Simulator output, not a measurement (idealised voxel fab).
Title: Process Module voxel air gaps
The cross-section on display is named cut; it measures 185 nm wide, and its cells are 5 nm squares.
Reading order for cross-sections: top band down to bottom band. Underlying form: a grid of square cells. Band size: one or more rows of cells. Within each band entry, the heights of the top and of the bottom of the band appear first, in that order and in nm; the materials of the band then follow from left to right, each with its corresponding width in nm. The designation "all across" on a single material indicates that it fills the band from edge to edge; the designation "air" indicates empty space. Basically, 0 is our baseline, since under it the wafer straight out of the box is all one material. The bottom band has no lower end and keeps on going down, so it looks like "0..down". Think of "30->40" as a width that walks from the first number to the second as you go down the band, top row to bottom row, taking equal-sized steps from row to row. "no modification" means the step left every cell of the cross-section as it was. Each empty space that has no open way to the top and spans at least 8 cells appears under "Closed void register" as width x height at distance, the distance counted from the left edge, all in nm. Heads up: the bit after the settings on a step's line is the simulator's remark on that step. On any step carrying a mask, the "overlay nm" setting, if present on the step's line, tells how far right of its planned place the mask lay; negative values point to the left.
# The process steps that were planned are listed below
step 1: RECEIVE (material Si)
step 2: CONFORMAL_DEP (material SiO2; thk nm 10)
step 3: CONFORMAL_DEP (material SiN; thk nm 5)
step 4: DIRECTIONAL_DEP (material lowk; thk nm 40)
step 5: PATTERN (tone open; mask id LINES; material resist; width nm 15; pitch nm 40; thk nm 15; overlay nm 0)
step 6: DIRECTIONAL_ETCH (etch materials lowk; depth nm 40)
step 7: STRIP (etch materials resist)
step 8: CONFORMAL_DEP (material TiN; thk nm 5)
step 9: FILL_DEP (material Ru; thk nm 10)
step 10: CMP (height nm 55)
step 11: EPI (material Ru; thk nm 10)
step 12: SELECTIVE_ETCH (etch materials lowk; depth nm 50)
step 13: CONFORMAL_DEP (material SiCN; thk nm 5)
# Cross-section of the wafer as it came to us, i.e., already through step 1
- 0..down: Si all across
- Closed void register: none
# First of two wafers at the end of the module, shown in cross-section; run carried out as planned
- 70..65: air 30 / SiCN 125 / air 30
- 65..55: air 30 / SiCN 5 / Ru 35 / SiCN 5 / Ru 35 / SiCN 5 / Ru 35 / SiCN 5 / air 30
- 55..50: air 30 / SiCN 15 / TiN 5 / Ru 5 / TiN 5 / SiCN 25 / TiN 5 / Ru 5 / TiN 5 / SiCN 25 / TiN 5 / Ru 5 / TiN 5 / SiCN 15 / air 30
- 50..20: air 40 / SiCN 5 / TiN 5 / Ru 5 / TiN 5 / SiCN 5 / air 15 / SiCN 5 / TiN 5 / Ru 5 / TiN 5 / SiCN 5 / air 15 / SiCN 5 / TiN 5 / Ru 5 / TiN 5 / SiCN 5 / air 40
- 20..15: SiCN 45 / TiN 15 / SiCN 25 / TiN 15 / SiCN 25 / TiN 15 / SiCN 45
- 15..10: SiN all across
- 10..0: SiO2 all across
- 0..down: Si all across
- Closed void register: 15 x 30 at 65; 15 x 30 at 105
# Wafer two cross-section, module end. Start and plan unchanged from wafer one; one mistake made during the run
- 70..65: air 25 / SiCN 135 / air 25
- 65..55: air 25 / SiCN 5 / Ru 125 / SiCN 5 / air 25
- 55..50: air 25 / SiCN 15 / TiN 5 / Ru 15 / TiN 5 / lowk 15 / TiN 5 / Ru 15 / TiN 5 / lowk 15 / TiN 5 / Ru 15 / TiN 5 / SiCN 15 / air 25
- 50..20: air 35 / SiCN 5 / TiN 5 / Ru 15 / TiN 5 / lowk 15 / TiN 5 / Ru 15 / TiN 5 / lowk 15 / TiN 5 / Ru 15 / TiN 5 / SiCN 5 / air 35
- 20..15: SiCN 40 / TiN 25 / lowk 15 / TiN 25 / lowk 15 / TiN 25 / SiCN 40
- 15..10: SiN all across
- 10..0: SiO2 all across
- 0..down: Si all across
- Closed void register: none
The plan and the run diverged here: step 5 ran with different settings than intended, the actual operation and settings being PATTERN (tone open; mask id LINES; material resist; width nm 25; pitch nm 40; thk nm 15; overlay nm 0)
Final wafer comparison in cells, second versus first, more or fewer per material: Ru: 50 more; SiCN: 48 fewer; TiN: 6 more; lowk: 48 more
Note - end result: 2 closed voids (first wafer), 0 closed voids (second wafer).
